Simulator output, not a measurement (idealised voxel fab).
Process module under the name voxel capacitor over wiring
The cross-section shown here is cut; it is 280 nm wide and divided into square cells measuring 5 nm on a side.
In this document a cross-section is written as a grid of square cells. It is given as a series of bands, listed from the top down, and a band is one or more rows of cells.
Per band: top height and bottom height in nm, followed by the left-to-right materials and their widths in nm; "full width" marks a single material spanning edge to edge, "air" marks empty space.
The reference from which all heights are counted is 0, the level beneath which the as-received wafer is entirely one material; the lowest band, having no lower bound, proceeds downward and is written after the example "top 0, no bottom".
The width entry "30 to 40" should be interpreted row by row: the top row of cells in the band takes the first number, the bottom row takes the second number, and the change between adjacent rows is uniform throughout.
What does "identical to before" mean for a step? It means no cell of the cross-section changed in that step.
In the "Closed void list" entry, you get each enclosed empty space of 8 cells or more, one with no open way to the top, written width x height at distance, distance from the left edge, in nm.
Note: text after step settings on the step line = simulator remark on that step.
The optional step-line setting "overlay nm" applies to steps with a mask and quantifies how far to the right of its planned location the mask lay, a negative value indicating leftward placement.
Planned process steps:
1 RECEIVE: material Si
2 CONFORMAL_DEP: material SiO2, thk nm 15
3 DIRECTIONAL_DEP: material TiN, thk nm 5
4 DIRECTIONAL_DEP: material W, thk nm 15
5 PATTERN: tone cover, mask id METAL_1, material resist, width nm 30, pitch nm 100, thk nm 20, overlay nm 0
6 DIRECTIONAL_ETCH: etch materials W, depth nm 15
7 DIRECTIONAL_ETCH: etch materials TiN, depth nm 5
8 STRIP: etch materials resist
9 FILL_DEP: material lowk, thk nm 5
10 CMP: height nm 35
11 CONFORMAL_DEP: material SiCN, thk nm 5
12 DIRECTIONAL_DEP: material lowk, thk nm 20
13 DIRECTIONAL_DEP: material aC, thk nm 10
14 PATTERN: tone open, mask id PLUG_1, material resist, width nm 15, thk nm 30, overlay nm 0
15 DIRECTIONAL_ETCH: etch materials aC, depth nm 10
16 STRIP: etch materials resist
17 DIRECTIONAL_ETCH: etch materials lowk, depth nm 20
18 DIRECTIONAL_ETCH: etch materials SiCN, depth nm 5
19 STRIP: etch materials aC
20 EPI: material Ru, thk nm 10
21 EPI: material Ru, thk nm 10
22 EPI: material Ru, thk nm 5
23 DIRECTIONAL_DEP: material TiN, thk nm 5
24 DIRECTIONAL_DEP: material HfO2, thk nm 5
25 DIRECTIONAL_DEP: material TiN, thk nm 10
26 MASKED_ETCH: tone cover, mask id UPPER_PLATE, width nm 75, etch materials TiN, depth nm 10, overlay nm 0
27 MASKED_ETCH: tone cover, mask id UPPER_PLATE, width nm 75, etch materials HfO2, depth nm 5, overlay nm 0
28 DIRECTIONAL_DEP: material aC, thk nm 10
29 PATTERN: tone cover, mask id LOWER_PLATE, material resist, width nm 85, thk nm 30, overlay nm 0
30 DIRECTIONAL_ETCH: etch materials aC, depth nm 10
31 STRIP: etch materials resist
32 DIRECTIONAL_ETCH: etch materials TiN, depth nm 5
33 STRIP: etch materials aC
34 FILL_DEP: material SiO2, thk nm 20
35 CMP: height nm 95
36 DIRECTIONAL_DEP: material aC, thk nm 15
37 PATTERN: tone open, mask id PLUG_2, material resist, width nm 15, thk nm 30, overlay nm 0
38 DIRECTIONAL_ETCH: etch materials aC, depth nm 15
39 STRIP: etch materials resist
40 DIRECTIONAL_ETCH: etch materials SiO2, depth nm 15
41 STRIP: etch materials aC
42 CONFORMAL_DEP: material TiN, thk nm 5
43 FILL_DEP: material Ru, thk nm 5
44 CMP: height nm 95
45 CONFORMAL_DEP: material SiCN, thk nm 5
Wafer as received: cross-section following step 1:
  top 0, no bottom = Si full width
  Closed void list: none
Cross-section at module end, one run error; start and plan unchanged from above:
  top 100, bottom 95 = SiCN full width
  top 95, bottom 85 = SiO2 100 nm / TiN 5 nm / Ru 5 nm / TiN 5 nm / SiO2 165 nm
  top 85, bottom 80 = SiO2 100 nm / TiN 15 nm / SiO2 165 nm
  top 80, bottom 70 = SiO2 90 nm / TiN 15 nm / SiO2 45 nm / TiN 15 nm / SiO2 115 nm
  top 70, bottom 65 = SiO2 90 nm / HfO2 15 nm / SiO2 45 nm / HfO2 15 nm / SiO2 115 nm
  top 65, bottom 60 = SiO2 85 nm / TiN 20 nm / SiO2 45 nm / TiN 20 nm / SiO2 110 nm
  top 60, bottom 55 = SiO2 50 nm / Ru 40 nm / lowk 15 nm / SiO2 45 nm / Ru 80 nm / SiO2 50 nm
  top 55, bottom 45 = SiO2 50 nm / Ru 40 nm / lowk 15 nm / TiN 45 nm / Ru 80 nm / SiO2 50 nm
  top 45, bottom 40 = SiO2 50 nm / Ru 40 nm / lowk 15 nm / HfO2 45 nm / Ru 80 nm / SiO2 50 nm
  top 40, bottom 35 = SiO2 50 nm / Ru 40 nm / SiCN 15 nm / TiN 45 nm / Ru 80 nm / SiO2 50 nm
  top 35, bottom 20 = lowk 75 nm / W 30 nm / lowk 70 nm / W 30 nm / lowk 75 nm
  top 20, bottom 15 = lowk 75 nm / TiN 30 nm / lowk 70 nm / TiN 30 nm / lowk 75 nm
  top 15, bottom 0 = SiO2 full width
  top 0, no bottom = Si full width
  Closed void list: none
Heads up, the wafer didn't run the way we planned it: note that step 14 departed from the planned setting and was carried out as PATTERN: tone cover, mask id PLUG_1, material resist, width nm 15, thk nm 30, overlay nm 0
